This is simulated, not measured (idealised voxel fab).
A process module follows: voxel self aligned vias.
Section shown: cut. Width: 145 nm. Cell size: 5 nm, square.
In this document a cross-section is written as a grid of square cells. It is given as a series of bands, listed from the top down, and a band is one or more rows of cells. Read a band's entry like this: the first values are the height of its top and the height of its bottom in nm, and what follows is the sequence of materials from left to right, each with its width in nm. Note that "empty" is empty space, and that a single material marked "all across" reaches across the band from edge to edge. Convention: height 0 is the level below which the wafer, as received, is all one material. The lowest band does not terminate at the bottom but continues downward, represented as "0 nm and below". Read "30->40" as a graded width: first number on top, second number at the bottom, same change between each pair of neighbouring rows. No cell of the cross-section changed in a step that is given as "nothing changed". "Closed void list" specifies each empty space that is not open to the top and that occupies no fewer than 8 cells, using the form width x height at distance, the distance measured from the left edge and all three quantities in nm. Note: text after step settings on the step line = simulator remark on that step. The optional step-line setting "overlay nm" applies to steps with a mask and quantifies how far to the right of its planned location the mask lay, a negative value indicating leftward placement. If you're wondering how to read the rest of this, here's the deal. It's pairs of cross-sections: one from before a process step, one from after it. The after one is only drawn as far down as the lowest band that changed. Right under each pair you'll see which step sits between them and what its settings were. Don't read the pairs as one continuous story, though. They can come from different runs of this module on the same starting wafer, and a pair only carries on from the one above it where its entry headed "Cross-section, before" says so.
CROSS-SECTION, BEFORE
- 0 nm and below  Si all across
- Closed void list: none
RESULTING STRUCTURE
- 15 nm to 0 nm  SiO2 all across
- below 0: unchanged
- Closed void list: none
Which operation links the two cross-sections above? CONFORMAL_DEP with material SiO2, thk nm 15
Cross-section, before: per the after cross-section of the pair just above.
RESULTING STRUCTURE
- 20 nm to 15 nm  SiCN all across
- below 15: unchanged
- Closed void list: none
Which operation links the two cross-sections above? CONFORMAL_DEP with material SiCN, thk nm 5
Cross-section, before: per the after cross-section of the pair just above.
RESULTING STRUCTURE
- 45 nm to 20 nm  SiO2 all across
- below 20: unchanged
- Closed void list: none
Which operation links the two cross-sections above? DIRECTIONAL_DEP with material SiO2, thk nm 25
Cross-section, before: per the after cross-section of the pair just above.
RESULTING STRUCTURE
- 60 nm to 45 nm  aC all across
- below 45: unchanged
- Closed void list: none
Which operation links the two cross-sections above? DIRECTIONAL_DEP with material aC, thk nm 15
Cross-section, before: per the after cross-section of the pair just above.
RESULTING STRUCTURE
- 95 nm to 60 nm  25 resist, 30 empty, 30 resist, 30 empty, 30 resist
- below 60: unchanged
- Closed void list: none
Which operation links the two cross-sections above? PATTERN with tone open, mask id LINES, material resist, width nm 30, pitch nm 60, thk nm 35, overlay nm 0
Cross-section, before: per the after cross-section of the pair just above.
RESULTING STRUCTURE
- 80 nm to 60 nm  25 resist, 30 empty, 30 resist, 30 empty, 30 resist
- 60 nm to 45 nm  25 aC, 30 empty, 30 aC, 30 empty, 30 aC
- below 45: unchanged
- Closed void list: none
Which operation links the two cross-sections above? DIRECTIONAL_ETCH with etch materials aC, depth nm 15
Cross-section, before: per the after cross-section of the pair just above.
RESULTING STRUCTURE
- 60 nm to 45 nm  25 aC, 30 empty, 30 aC, 30 empty, 30 aC
- below 45: unchanged
- Closed void list: none
Which operation links the two cross-sections above? STRIP with etch materials resist
Cross-section, before: per the after cross-section of the pair just above.
RESULTING STRUCTURE
- 60 nm to 45 nm  25 aC, 30 empty, 30 aC, 30 empty, 30 aC
- 45 nm to 20 nm  25 SiO2, 30 empty, 30 SiO2, 30 empty, 30 SiO2
- below 20: unchanged
- Closed void list: none
Which operation links the two cross-sections above? DIRECTIONAL_ETCH with etch materials SiO2, depth nm 25
Cross-section, before: per the after cross-section of the pair just above.
RESULTING STRUCTURE
- 45 nm to 20 nm  25 SiO2, 30 empty, 30 SiO2, 30 empty, 30 SiO2
- below 20: unchanged
- Closed void list: none
Which operation links the two cross-sections above? STRIP with etch materials aC
Cross-section, before: per the after cross-section of the pair just above.
RESULTING STRUCTURE
- 50 nm to 45 nm  30 TiN, 20 empty, 40 TiN, 20 empty, 35 TiN
- 45 nm to 25 nm  25 SiO2, 5 TiN, 20 empty, 5 TiN, 30 SiO2, 5 TiN, 20 empty, 5 TiN, 30 SiO2
- 25 nm to 20 nm  25 SiO2, 30 TiN, 30 SiO2, 30 TiN, 30 SiO2
- below 20: unchanged
- Closed void list: none
Which operation links the two cross-sections above? CONFORMAL_DEP with material TiN, thk nm 5
Cross-section, before: per the after cross-section of the pair just above.
RESULTING STRUCTURE
- 55 nm to 50 nm  Ru all across
- 50 nm to 45 nm  30 TiN, 20 Ru, 40 TiN, 20 Ru, 35 TiN
- 45 nm to 25 nm  25 SiO2, 5 TiN, 20 Ru, 5 TiN, 30 SiO2, 5 TiN, 20 Ru, 5 TiN, 30 SiO2
- below 25: unchanged
- Closed void list: none
Which operation links the two cross-sections above? FILL_DEP with material Ru, thk nm 5
Cross-section, before: per the after cross-section of the pair just above.
RESULTING STRUCTURE
- 45 nm to 25 nm  25 SiO2, 5 TiN, 20 Ru, 5 TiN, 30 SiO2, 5 TiN, 20 Ru, 5 TiN, 30 SiO2
- below 25: unchanged
- Closed void list: none
Which operation links the two cross-sections above? CMP with height nm 45
Cross-section, before: per the after cross-section of the pair just above.
RESULTING STRUCTURE
- 45 nm to 40 nm  25 SiO2, 30 empty, 30 SiO2, 30 empty, 30 SiO2
- below 40: unchanged
- Closed void list: none
Which operation links the two cross-sections above? SELECTIVE_ETCH with etch materials W Ru TiN, depth nm 5
Cross-section, before: per the after cross-section of the pair just above.
RESULTING STRUCTURE
- 50 nm to 45 nm  SiN all across
- 45 nm to 40 nm  25 SiO2, 30 SiN, 30 SiO2, 30 SiN, 30 SiO2
- below 40: unchanged
- Closed void list: none
Which operation links the two cross-sections above? FILL_DEP with material SiN, thk nm 5
Cross-section, before: per the after cross-section of the pair just above.
RESULTING STRUCTURE
- 45 nm to 40 nm  25 SiO2, 30 SiN, 30 SiO2, 30 SiN, 30 SiO2
- below 40: unchanged
- Closed void list: none
Which operation links the two cross-sections above? CMP with height nm 45
Cross-section, before: per the after cross-section of the pair just above.
RESULTING STRUCTURE
- 60 nm to 45 nm  SiO2 all across
- below 45: unchanged
- Closed void list: none
Which operation links the two cross-sections above? DIRECTIONAL_DEP with material SiO2, thk nm 15
Cross-section, before: per the after cross-section of the pair just above.
RESULTING STRUCTURE
- 60 nm to 45 nm  20 SiO2, 40 empty, 85 SiO2
- below 45: unchanged
- Closed void list: none
Which operation links the two cross-sections above? MASKED_ETCH with tone open, mask id VIAS, width nm 40, etch materials SiO2, depth nm 15, overlay nm 0
Cross-section, before: per the after cross-section of the pair just above.
RESULTING STRUCTURE
- 60 nm to 45 nm  20 SiO2, 40 empty, 85 SiO2
- 45 nm to 40 nm  25 SiO2, 30 empty, 30 SiO2, 30 SiN, 30 SiO2
- below 40: unchanged
- Closed void list: none
Which operation links the two cross-sections above? MASKED_ETCH with tone open, mask id VIAS, width nm 40, etch materials SiN, depth nm 5, overlay nm 0
Cross-section, before: per the after cross-section of the pair just above.
RESULTING STRUCTURE
- 65 nm to 60 nm  25 TiN, 30 empty, 90 TiN
- 60 nm to 50 nm  20 SiO2, 5 TiN, 30 empty, 5 TiN, 85 SiO2
- 50 nm to 45 nm  20 SiO2, 10 TiN, 20 empty, 10 TiN, 85 SiO2
- 45 nm to 40 nm  25 SiO2, 30 TiN, 30 SiO2, 30 SiN, 30 SiO2
- below 40: unchanged
- Closed void list: none
Which operation links the two cross-sections above? CONFORMAL_DEP with material TiN, thk nm 5
Cross-section, before: per the after cross-section of the pair just above.
RESULTING STRUCTURE
- 70 nm to 65 nm  Cu all across
- 65 nm to 60 nm  25 TiN, 30 Cu, 90 TiN
- 60 nm to 50 nm  20 SiO2, 5 TiN, 30 Cu, 5 TiN, 85 SiO2
- 50 nm to 45 nm  20 SiO2, 10 TiN, 20 Cu, 10 TiN, 85 SiO2
- below 45: unchanged
- Closed void list: none
Which operation links the two cross-sections above? FILL_DEP with material Cu, thk nm 5
Cross-section, before: per the after cross-section of the pair just above.
RESULTING STRUCTURE
- 60 nm to 50 nm  20 SiO2, 5 TiN, 30 Cu, 5 TiN, 85 SiO2
- below 50: unchanged
- Closed void list: none
Which operation links the two cross-sections above? CMP with height nm 60
Cross-section, before: per the after cross-section of the pair just above.
RESULTING STRUCTURE
- 65 nm to 60 nm  SiN all across
- below 60: unchanged
- Closed void list: none
Which operation links the two cross-sections above? CONFORMAL_DEP with material SiN, thk nm 5
CROSS-SECTION, BEFORE
- 15 nm to 0 nm  SiO2 all across
- 0 nm and below  Si all across
- Closed void list: none
RESULTING STRUCTURE
- 40 nm to 0 nm  SiO2 all across
- below 0: unchanged
- Closed void list: none
Which operation links the two cross-sections above? DIRECTIONAL_DEP with material SiO2, thk nm 25
Cross-section, before: per the after cross-section of the pair just above.
RESULTING STRUCTURE
- 55 nm to 40 nm  aC all across
- below 40: unchanged
- Closed void list: none
Which operation links the two cross-sections above? DIRECTIONAL_DEP with material aC, thk nm 15
Cross-section, before: per the after cross-section of the pair just above.
RESULTING STRUCTURE
- 90 nm to 55 nm  25 resist, 30 empty, 30 resist, 30 empty, 30 resist
- below 55: unchanged
- Closed void list: none
Which operation links the two cross-sections above? PATTERN with tone open, mask id LINES, material resist, width nm 30, pitch nm 60, thk nm 35, overlay nm 0
Cross-section, before: per the after cross-section of the pair just above.
RESULTING STRUCTURE
- 75 nm to 55 nm  25 resist, 30 empty, 30 resist, 30 empty, 30 resist
- 55 nm to 40 nm  25 aC, 30 empty, 30 aC, 30 empty, 30 aC
- below 40: unchanged
- Closed void list: none
Which operation links the two cross-sections above? DIRECTIONAL_ETCH with etch materials aC, depth nm 15
Cross-section, before: per the after cross-section of the pair just above.
RESULTING STRUCTURE
- 55 nm to 40 nm  25 aC, 30 empty, 30 aC, 30 empty, 30 aC
- below 40: unchanged
- Closed void list: none
Which operation links the two cross-sections above? STRIP with etch materials resist
Cross-section, before: per the after cross-section of the pair just above.
RESULTING STRUCTURE
- 55 nm to 40 nm  25 aC, 30 empty, 30 aC, 30 empty, 30 aC
- 40 nm to 15 nm  25 SiO2, 30 empty, 30 SiO2, 30 empty, 30 SiO2
- below 15: unchanged
- Closed void list: none
Which operation links the two cross-sections above? DIRECTIONAL_ETCH with etch materials SiO2, depth nm 25
Cross-section, before: per the after cross-section of the pair just above.
RESULTING STRUCTURE
- 40 nm to 15 nm  25 SiO2, 30 empty, 30 SiO2, 30 empty, 30 SiO2
- below 15: unchanged
- Closed void list: none
Which operation links the two cross-sections above? STRIP with etch materials aC
Cross-section, before: per the after cross-section of the pair just above.
RESULTING STRUCTURE
- 45 nm to 40 nm  30 TiN, 20 empty, 40 TiN, 20 empty, 35 TiN
- 40 nm to 20 nm  25 SiO2, 5 TiN, 20 empty, 5 TiN, 30 SiO2, 5 TiN, 20 empty, 5 TiN, 30 SiO2
- 20 nm to 15 nm  25 SiO2, 30 TiN, 30 SiO2, 30 TiN, 30 SiO2
- below 15: unchanged
- Closed void list: none
Which operation links the two cross-sections above? CONFORMAL_DEP with material TiN, thk nm 5
Cross-section, before: per the after cross-section of the pair just above.
RESULTING STRUCTURE
- 50 nm to 45 nm  Ru all across
- 45 nm to 40 nm  30 TiN, 20 Ru, 40 TiN, 20 Ru, 35 TiN
- 40 nm to 20 nm  25 SiO2, 5 TiN, 20 Ru, 5 TiN, 30 SiO2, 5 TiN, 20 Ru, 5 TiN, 30 SiO2
- below 20: unchanged
- Closed void list: none
Which operation links the two cross-sections above? FILL_DEP with material Ru, thk nm 5
Cross-section, before: per the after cross-section of the pair just above.
RESULTING STRUCTURE
- 45 nm to 40 nm  30 TiN, 20 Ru, 40 TiN, 20 Ru, 35 TiN
- below 40: unchanged
- Closed void list: none
Which operation links the two cross-sections above? CMP with height nm 45
Cross-section, before: per the after cross-section of the pair just above.
RESULTING STRUCTURE
- 40 nm to 20 nm  25 SiO2, 5 TiN, 20 Ru, 5 TiN, 30 SiO2, 5 TiN, 20 Ru, 5 TiN, 30 SiO2
- below 20: unchanged
- Closed void list: none
Which operation links the two cross-sections above? SELECTIVE_ETCH with etch materials W Ru TiN, depth nm 5
Cross-section, before: per the after cross-section of the pair just above.
RESULTING STRUCTURE
- 45 nm to 40 nm  SiN all across
- below 40: unchanged
- Closed void list: none
Which operation links the two cross-sections above? FILL_DEP with material SiN, thk nm 5
Cross-section, before: per the after cross-section of the pair just above.
RESULTING STRUCTURE
- 60 nm to 45 nm  SiO2 all across
- below 45: unchanged
- Closed void list: none
Which operation links the two cross-sections above? DIRECTIONAL_DEP with material SiO2, thk nm 15
Cross-section, before: per the after cross-section of the pair just above.
RESULTING STRUCTURE
- 60 nm to 45 nm  20 SiO2, 40 empty, 85 SiO2
- below 45: unchanged
- Closed void list: none
Which operation links the two cross-sections above? MASKED_ETCH with tone open, mask id VIAS, width nm 40, etch materials SiO2, depth nm 15, overlay nm 0
Cross-section, before: per the after cross-section of the pair just above.
RESULTING STRUCTURE
- 60 nm to 45 nm  20 SiO2, 40 empty, 85 SiO2
- 45 nm to 40 nm  20 SiN, 40 empty, 85 SiN
- below 40: unchanged
- Closed void list: none
Which operation links the two cross-sections above? MASKED_ETCH with tone open, mask id VIAS, width nm 40, etch materials SiN, depth nm 5, overlay nm 0
Cross-section, before: per the after cross-section of the pair just above.
RESULTING STRUCTURE
- 65 nm to 60 nm  25 TiN, 30 empty, 90 TiN
- 60 nm to 45 nm  20 SiO2, 5 TiN, 30 empty, 5 TiN, 85 SiO2
- 45 nm to 40 nm  20 SiN, 40 TiN, 85 SiN
- below 40: unchanged
- Closed void list: none
Which operation links the two cross-sections above? CONFORMAL_DEP with material TiN, thk nm 5
Cross-section, before: per the after cross-section of the pair just above.
RESULTING STRUCTURE
- 70 nm to 65 nm  Cu all across
- 65 nm to 60 nm  25 TiN, 30 Cu, 90 TiN
- 60 nm to 45 nm  20 SiO2, 5 TiN, 30 Cu, 5 TiN, 85 SiO2
- below 45: unchanged
- Closed void list: none
Which operation links the two cross-sections above? FILL_DEP with material Cu, thk nm 5
Cross-section, before: per the after cross-section of the pair just above.
RESULTING STRUCTURE
- 60 nm to 45 nm  20 SiO2, 5 TiN, 30 Cu, 5 TiN, 85 SiO2
- below 45: unchanged
- Closed void list: none
Which operation links the two cross-sections above? CMP with height nm 60
Cross-section, before: per the after cross-section of the pair just above.
RESULTING STRUCTURE
- 65 nm to 60 nm  SiN all across
- below 60: unchanged
- Closed void list: none
Which operation links the two cross-sections above? CONFORMAL_DEP with material SiN, thk nm 5
CROSS-SECTION, BEFORE
- 60 nm to 45 nm  20 SiO2, 40 empty, 85 SiO2
- 45 nm to 40 nm  25 SiO2, 30 SiN, 30 SiO2, 30 SiN, 30 SiO2
- 40 nm to 25 nm  25 SiO2, 5 TiN, 20 Ru, 5 TiN, 30 SiO2, 5 TiN, 20 Ru, 5 TiN, 30 SiO2
- 25 nm to 20 nm  25 SiO2, 30 TiN, 30 SiO2, 30 TiN, 30 SiO2
- 20 nm to 15 nm  SiCN all across
- 15 nm to 0 nm  SiO2 all across
- 0 nm and below  Si all across
- Closed void list: none
RESULTING STRUCTURE
- 60 nm to 45 nm  20 SiO2, 40 empty, 85 SiO2
- 45 nm to 40 nm  20 SiO2, 5 empty, 30 SiN, 5 empty, 25 SiO2, 30 SiN, 30 SiO2
- 40 nm to 30 nm  20 SiO2, 5 empty, 5 TiN, 20 Ru, 5 TiN, 5 empty, 25 SiO2, 5 TiN, 20 Ru, 5 TiN, 30 SiO2
- below 30: unchanged
- Closed void list: none
Which operation links the two cross-sections above? MASKED_ETCH with tone open, mask id VIAS, width nm 40, etch materials SiO2, depth nm 15, overlay nm 0
Cross-section, before: per the after cross-section of the pair just above.
RESULTING STRUCTURE
- 60 nm to 45 nm  20 SiO2, 40 empty, 85 SiO2
- 45 nm to 40 nm  20 SiO2, 40 empty, 25 SiO2, 30 SiN, 30 SiO2
- below 40: unchanged
- Closed void list: none
Which operation links the two cross-sections above? MASKED_ETCH with tone open, mask id VIAS, width nm 40, etch materials SiN, depth nm 5, overlay nm 0
Cross-section, before: per the after cross-section of the pair just above.
RESULTING STRUCTURE
- 65 nm to 60 nm  25 TiN, 30 empty, 90 TiN
- 60 nm to 45 nm  20 SiO2, 5 TiN, 30 empty, 5 TiN, 85 SiO2
- 45 nm to 40 nm  20 SiO2, 40 TiN, 25 SiO2, 30 SiN, 30 SiO2
- 40 nm to 30 nm  20 SiO2, 10 TiN, 20 Ru, 10 TiN, 25 SiO2, 5 TiN, 20 Ru, 5 TiN, 30 SiO2
- below 30: unchanged
- Closed void list: none
Which operation links the two cross-sections above? CONFORMAL_DEP with material TiN, thk nm 5
Cross-section, before: per the after cross-section of the pair just above.
RESULTING STRUCTURE
- 70 nm to 65 nm  Cu all across
- 65 nm to 60 nm  25 TiN, 30 Cu, 90 TiN
- 60 nm to 45 nm  20 SiO2, 5 TiN, 30 Cu, 5 TiN, 85 SiO2
- below 45: unchanged
- Closed void list: none
Which operation links the two cross-sections above? FILL_DEP with material Cu, thk nm 5
Cross-section, before: per the after cross-section of the pair just above.
RESULTING STRUCTURE
- 60 nm to 45 nm  20 SiO2, 5 TiN, 30 Cu, 5 TiN, 85 SiO2
- below 45: unchanged
- Closed void list: none
Which operation links the two cross-sections above? CMP with height nm 60
Cross-section, before: per the after cross-section of the pair just above.
RESULTING STRUCTURE
- 65 nm to 60 nm  SiN all across
- below 60: unchanged
- Closed void list: none
Which operation links the two cross-sections above? CONFORMAL_DEP with material SiN, thk nm 5
CROSS-SECTION, BEFORE
- 45 nm to 40 nm  25 SiO2, 30 SiN, 30 SiO2, 30 SiN, 30 SiO2
- 40 nm to 25 nm  25 SiO2, 5 TiN, 20 Ru, 5 TiN, 30 SiO2, 5 TiN, 20 Ru, 5 TiN, 30 SiO2
- 25 nm to 20 nm  25 SiO2, 30 TiN, 30 SiO2, 30 TiN, 30 SiO2
- 20 nm to 15 nm  SiCN all across
- 15 nm to 0 nm  SiO2 all across
- 0 nm and below  Si all across
- Closed void list: none
RESULTING STRUCTURE
- 45 nm to 40 nm  20 SiO2, 5 empty, 30 SiN, 5 empty, 25 SiO2, 30 SiN, 30 SiO2
- 40 nm to 30 nm  20 SiO2, 5 empty, 5 TiN, 20 Ru, 5 TiN, 5 empty, 25 SiO2, 5 TiN, 20 Ru, 5 TiN, 30 SiO2
- below 30: unchanged
- Closed void list: none
Which operation links the two cross-sections above? MASKED_ETCH with tone open, mask id VIAS, width nm 40, etch materials SiO2, depth nm 15, overlay nm 0
Cross-section, before: per the after cross-section of the pair just above.
RESULTING STRUCTURE
- 60 nm to 45 nm  20 SiO2, 5 empty, 30 SiO2, 5 empty, 85 SiO2
- 45 nm to 40 nm  25 SiO2, 30 SiN, 30 SiO2, 30 SiN, 30 SiO2
- 40 nm to 25 nm  25 SiO2, 5 TiN, 20 Ru, 5 TiN, 30 SiO2, 5 TiN, 20 Ru, 5 TiN, 30 SiO2
- below 25: unchanged
- Closed void list: none
Which operation links the two cross-sections above? DIRECTIONAL_DEP with material SiO2, thk nm 15
Cross-section, before: per the after cross-section of the pair just above.
RESULTING STRUCTURE
- 65 nm to 60 nm  TiN all across
- 60 nm to 45 nm  20 SiO2, 5 TiN, 30 SiO2, 5 TiN, 85 SiO2
- below 45: unchanged
- Closed void list: none
Which operation links the two cross-sections above? CONFORMAL_DEP with material TiN, thk nm 5
Cross-section, before: per the after cross-section of the pair just above.
RESULTING STRUCTURE
- 70 nm to 65 nm  Cu all across
- below 65: unchanged
- Closed void list: none
Which operation links the two cross-sections above? FILL_DEP with material Cu, thk nm 5
Cross-section, before: per the after cross-section of the pair just above.
RESULTING STRUCTURE
- 60 nm to 45 nm  20 SiO2, 5 TiN, 30 SiO2, 5 TiN, 85 SiO2
- below 45: unchanged
- Closed void list: none
Which operation links the two cross-sections above? CMP with height nm 60
Cross-section, before: per the after cross-section of the pair just above.
RESULTING STRUCTURE
- 65 nm to 60 nm  SiN all across
- below 60: unchanged
- Closed void list: none
Which operation links the two cross-sections above? CONFORMAL_DEP with material SiN, thk nm 5
CROSS-SECTION, BEFORE
- 70 nm to 65 nm  Cu all across
- 65 nm to 60 nm  25 TiN, 30 Cu, 90 TiN
- 60 nm to 50 nm  20 SiO2, 5 TiN, 30 Cu, 5 TiN, 85 SiO2
- 50 nm to 45 nm  20 SiO2, 10 TiN, 20 Cu, 10 TiN, 85 SiO2
- 45 nm to 40 nm  25 SiO2, 30 TiN, 30 SiO2, 30 SiN, 30 SiO2
- 40 nm to 25 nm  25 SiO2, 5 TiN, 20 Ru, 5 TiN, 30 SiO2, 5 TiN, 20 Ru, 5 TiN, 30 SiO2
- 25 nm to 20 nm  25 SiO2, 30 TiN, 30 SiO2, 30 TiN, 30 SiO2
- 20 nm to 15 nm  SiCN all across
- 15 nm to 0 nm  SiO2 all across
- 0 nm and below  Si all across
- Closed void list: none
RESULTING STRUCTURE
- 55 nm to 45 nm  20 SiO2, 5->10 TiN, 30->20 Cu, 5->10 TiN, 85 SiO2
- below 45: unchanged
- Closed void list: none
Which operation links the two cross-sections above? CMP with height nm 55
Cross-section, before: per the after cross-section of the pair just above.
RESULTING STRUCTURE
- 60 nm to 55 nm  SiN all across
- below 55: unchanged
- Closed void list: none
Which operation links the two cross-sections above? CONFORMAL_DEP with material SiN, thk nm 5
CROSS-SECTION, BEFORE
- 60 nm to 45 nm  SiO2 all across
- 45 nm to 40 nm  25 SiO2, 30 SiN, 30 SiO2, 30 SiN, 30 SiO2
- 40 nm to 25 nm  25 SiO2, 5 TiN, 20 Ru, 5 TiN, 30 SiO2, 5 TiN, 20 Ru, 5 TiN, 30 SiO2
- 25 nm to 20 nm  25 SiO2, 30 TiN, 30 SiO2, 30 TiN, 30 SiO2
- 20 nm to 15 nm  SiCN all across
- 15 nm to 0 nm  SiO2 all across
- 0 nm and below  Si all across
- Closed void list: none
RESULTING STRUCTURE
- 60 nm to 45 nm  15 SiO2, 50 empty, 80 SiO2
- below 45: unchanged
- Closed void list: none
Which operation links the two cross-sections above? MASKED_ETCH with tone open, mask id VIAS, width nm 50, etch materials SiO2, depth nm 15, overlay nm 0
Cross-section, before: per the after cross-section of the pair just above.
RESULTING STRUCTURE
- 60 nm to 45 nm  15 SiO2, 50 empty, 80 SiO2
- 45 nm to 40 nm  25 SiO2, 30 empty, 30 SiO2, 30 SiN, 30 SiO2
- below 40: unchanged
- Closed void list: none
Which operation links the two cross-sections above? MASKED_ETCH with tone open, mask id VIAS, width nm 40, etch materials SiN, depth nm 5, overlay nm 0
Cross-section, before: per the after cross-section of the pair just above.
RESULTING STRUCTURE
- 65 nm to 60 nm  20 TiN, 40 empty, 85 TiN
- 60 nm to 50 nm  15 SiO2, 5 TiN, 40 empty, 5 TiN, 80 SiO2
- 50 nm to 45 nm  15 SiO2, 15 TiN, 20 empty, 15 TiN, 80 SiO2
- 45 nm to 40 nm  25 SiO2, 30 TiN, 30 SiO2, 30 SiN, 30 SiO2
- below 40: unchanged
- Closed void list: none
Which operation links the two cross-sections above? CONFORMAL_DEP with material TiN, thk nm 5
Cross-section, before: per the after cross-section of the pair just above.
RESULTING STRUCTURE
- 70 nm to 65 nm  Cu all across
- 65 nm to 60 nm  20 TiN, 40 Cu, 85 TiN
- 60 nm to 50 nm  15 SiO2, 5 TiN, 40 Cu, 5 TiN, 80 SiO2
- 50 nm to 45 nm  15 SiO2, 15 TiN, 20 Cu, 15 TiN, 80 SiO2
- below 45: unchanged
- Closed void list: none
Which operation links the two cross-sections above? FILL_DEP with material Cu, thk nm 5
Cross-section, before: per the after cross-section of the pair just above.
RESULTING STRUCTURE
- 60 nm to 50 nm  15 SiO2, 5 TiN, 40 Cu, 5 TiN, 80 SiO2
- below 50: unchanged
- Closed void list: none
Which operation links the two cross-sections above? CMP with height nm 60
Cross-section, before: per the after cross-section of the pair just above.
RESULTING STRUCTURE
- 65 nm to 60 nm  SiN all across
- below 60: unchanged
- Closed void list: none
Which operation links the two cross-sections above? CONFORMAL_DEP with material SiN, thk nm 5
CROSS-SECTION, BEFORE
- 60 nm to 45 nm  SiO2 all across
- 45 nm to 40 nm  25 SiO2, 30 SiN, 30 SiO2, 30 SiN, 30 SiO2
- 40 nm to 25 nm  25 SiO2, 5 TiN, 20 Ru, 5 TiN, 30 SiO2, 5 TiN, 20 Ru, 5 TiN, 30 SiO2
- 25 nm to 20 nm  25 SiO2, 30 TiN, 30 SiO2, 30 TiN, 30 SiO2
- 20 nm to 15 nm  SiCN all across
- 15 nm to 0 nm  SiO2 all across
- 0 nm and below  Si all across
- Closed void list: none
RESULTING STRUCTURE
- 60 nm to 45 nm  25 SiO2, 40 empty, 80 SiO2
- below 45: unchanged
- Closed void list: none
Which operation links the two cross-sections above? MASKED_ETCH with tone open, mask id VIAS, width nm 40, etch materials SiO2, depth nm 15, overlay nm 5
Cross-section, before: per the after cross-section of the pair just above.
RESULTING STRUCTURE
- 60 nm to 45 nm  25 SiO2, 40 empty, 80 SiO2
- 45 nm to 40 nm  25 SiO2, 30 empty, 30 SiO2, 30 SiN, 30 SiO2
- below 40: unchanged
- Closed void list: none
Which operation links the two cross-sections above? MASKED_ETCH with tone open, mask id VIAS, width nm 40, etch materials SiN, depth nm 5, overlay nm 0
Cross-section, before: per the after cross-section of the pair just above.
RESULTING STRUCTURE
- 65 nm to 60 nm  30 TiN, 30 empty, 85 TiN
- 60 nm to 50 nm  25 SiO2, 5 TiN, 30 empty, 5 TiN, 80 SiO2
- 50 nm to 45 nm  25 SiO2, 5 TiN, 20 empty, 15 TiN, 80 SiO2
- 45 nm to 40 nm  25 SiO2, 30 TiN, 30 SiO2, 30 SiN, 30 SiO2
- below 40: unchanged
- Closed void list: none
Which operation links the two cross-sections above? CONFORMAL_DEP with material TiN, thk nm 5
Cross-section, before: per the after cross-section of the pair just above.
RESULTING STRUCTURE
- 70 nm to 65 nm  Cu all across
- 65 nm to 60 nm  30 TiN, 30 Cu, 85 TiN
- 60 nm to 50 nm  25 SiO2, 5 TiN, 30 Cu, 5 TiN, 80 SiO2
- 50 nm to 45 nm  25 SiO2, 5 TiN, 20 Cu, 15 TiN, 80 SiO2
- below 45: unchanged
- Closed void list: none
Which operation links the two cross-sections above? FILL_DEP with material Cu, thk nm 5
Cross-section, before: per the after cross-section of the pair just above.
RESULTING STRUCTURE
- 60 nm to 50 nm  25 SiO2, 5 TiN, 30 Cu, 5 TiN, 80 SiO2
- below 50: unchanged
- Closed void list: none
Which operation links the two cross-sections above? CMP with height nm 60
Cross-section, before: per the after cross-section of the pair just above.
RESULTING STRUCTURE
- 65 nm to 60 nm  SiN all across
- below 60: unchanged
- Closed void list: none
Which operation links the two cross-sections above? CONFORMAL_DEP with material SiN, thk nm 5
CROSS-SECTION, BEFORE
- 60 nm to 45 nm  20 SiO2, 40 empty, 85 SiO2
- 45 nm to 40 nm  25 SiO2, 30 SiN, 30 SiO2, 30 SiN, 30 SiO2
- 40 nm to 25 nm  25 SiO2, 5 TiN, 20 Ru, 5 TiN, 30 SiO2, 5 TiN, 20 Ru, 5 TiN, 30 SiO2
- 25 nm to 20 nm  25 SiO2, 30 TiN, 30 SiO2, 30 TiN, 30 SiO2
- 20 nm to 15 nm  SiCN all across
- 15 nm to 0 nm  SiO2 all across
- 0 nm and below  Si all across
- Closed void list: none
RESULTING STRUCTURE
- 60 nm to 45 nm  20 SiO2, 40 empty, 85 SiO2
- 45 nm to 40 nm  20 SiO2, 5 empty, 30 SiN, 5 empty, 25 SiO2, 30 SiN, 30 SiO2
- below 40: unchanged
- Closed void list: none
Which operation links the two cross-sections above? MASKED_ETCH with tone open, mask id VIAS, width nm 40, etch materials SiO2, depth nm 5, overlay nm 0
Cross-section, before: per the after cross-section of the pair just above.
RESULTING STRUCTURE
- 65 nm to 60 nm  25 TiN, 30 empty, 90 TiN
- 60 nm to 50 nm  20 SiO2, 5 TiN, 30 empty, 5 TiN, 85 SiO2
- 50 nm to 45 nm  20 SiO2, 40 TiN, 85 SiO2
- 45 nm to 40 nm  20 SiO2, 5 TiN, 30 SiN, 5 TiN, 25 SiO2, 30 SiN, 30 SiO2
- below 40: unchanged
- Closed void list: none
Which operation links the two cross-sections above? CONFORMAL_DEP with material TiN, thk nm 5
Cross-section, before: per the after cross-section of the pair just above.
RESULTING STRUCTURE
- 70 nm to 65 nm  Cu all across
- 65 nm to 60 nm  25 TiN, 30 Cu, 90 TiN
- 60 nm to 50 nm  20 SiO2, 5 TiN, 30 Cu, 5 TiN, 85 SiO2
- below 50: unchanged
- Closed void list: none
Which operation links the two cross-sections above? FILL_DEP with material Cu, thk nm 5
Cross-section, before: per the after cross-section of the pair just above.
RESULTING STRUCTURE
- 60 nm to 50 nm  20 SiO2, 5 TiN, 30 Cu, 5 TiN, 85 SiO2
- below 50: unchanged
- Closed void list: none
Which operation links the two cross-sections above? CMP with height nm 60
Cross-section, before: per the after cross-section of the pair just above.
RESULTING STRUCTURE
- 65 nm to 60 nm  SiN all across
- below 60: unchanged
- Closed void list: none
Which operation links the two cross-sections above? CONFORMAL_DEP with material SiN, thk nm 5
CROSS-SECTION, BEFORE
- 60 nm to 45 nm  aC all across
- 45 nm to 20 nm  SiO2 all across
- 20 nm to 15 nm  SiCN all across
- 15 nm to 0 nm  SiO2 all across
- 0 nm and below  Si all across
- Closed void list: none
RESULTING STRUCTURE
- 95 nm to 60 nm  25 empty, 30 resist, 30 empty, 30 resist, 30 empty
- below 60: unchanged
- Closed void list: none
Which operation links the two cross-sections above? PATTERN with tone cover, mask id LINES, material resist, width nm 30, pitch nm 60, thk nm 35, overlay nm 0
Cross-section, before: per the after cross-section of the pair just above.
RESULTING STRUCTURE
- 80 nm to 60 nm  25 empty, 30 resist, 30 empty, 30 resist, 30 empty
- 60 nm to 45 nm  25 empty, 30 aC, 30 empty, 30 aC, 30 empty
- below 45: unchanged
- Closed void list: none
Which operation links the two cross-sections above? DIRECTIONAL_ETCH with etch materials aC, depth nm 15
Cross-section, before: per the after cross-section of the pair just above.
RESULTING STRUCTURE
- 60 nm to 45 nm  25 empty, 30 aC, 30 empty, 30 aC, 30 empty
- below 45: unchanged
- Closed void list: none
Which operation links the two cross-sections above? STRIP with etch materials resist
